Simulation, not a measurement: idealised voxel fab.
Title: Process Module voxel tone inversion
Square cell edge 5 nm, section width 225 nm, ID cut.
Cross-section layout: square cells on a grid; listed as bands, top to bottom; a band spans one or more cell rows.
Basically the band line says how high the top is and how high the bottom is, in nm, and then what's in it from left to right, every material with its width in nm. Empty space shows up as "air", and if a single material carries "throughout" it runs the full band edge to edge.
Basically, 0 is our baseline, since under it the wafer straight out of the box is all one material. The bottom band has no lower end and keeps on going down, so it looks like "0 down".
Quick explanation for "30..40": the width changes in equal steps down the rows of cells, from the first number in the band's top row to the second number in its bottom row.
For the purposes of this document, the phrase "everything unchanged" attached to a step denotes that no cell within the cross-section was modified by that step.
"Closed empty spaces" lists enclosed empty spaces (at least 8 cells, no open path upward to the top), each as width x height at distance from the left edge, in nm.
Where a step's line continues beyond its settings, the continuation is a remark by the simulator itself on that step.
overlay nm: step with mask; distance mask lay right of planned place; negative value = left of planned place.
# The following list gives the planned process steps
step 1: RECEIVE (material Si)
step 2: CONFORMAL_DEP (material SiN; thk nm 5)
step 3: DIRECTIONAL_DEP (material polySi; thk nm 20)
step 4: PATTERN (tone cover; mask id POSTS; material resist; width nm 25; pitch nm 40; thk nm 30; overlay nm 0)
step 5: DIRECTIONAL_ETCH (etch materials polySi; depth nm 20)
step 6: STRIP (etch materials resist)
step 7: FILL_DEP (material lowk; thk nm 10)
step 8: CMP (height nm 25)
step 9: STRIP (etch materials polySi)
# Shown in cross-section is the wafer as received, that is, as it stands after step 1
  0 down = Si throughout
  Closed empty spaces: none
# Look at the cross-section after the module: the wafer started out the way shown above and the plan was the one shown above, yet one mistake was made along the way
  25 to 20 = lowk throughout
  20 to 0 = 40 nm lowk, then 25 nm polySi, then 15 nm lowk, then 25 nm polySi, then 15 nm lowk, then 25 nm polySi, then 15 nm lowk, then 25 nm polySi, then 40 nm lowk
  0 down = Si throughout
  Closed empty spaces: none
What went wrong in running the wafer? step 2 of the plan got skipped, so it never ran
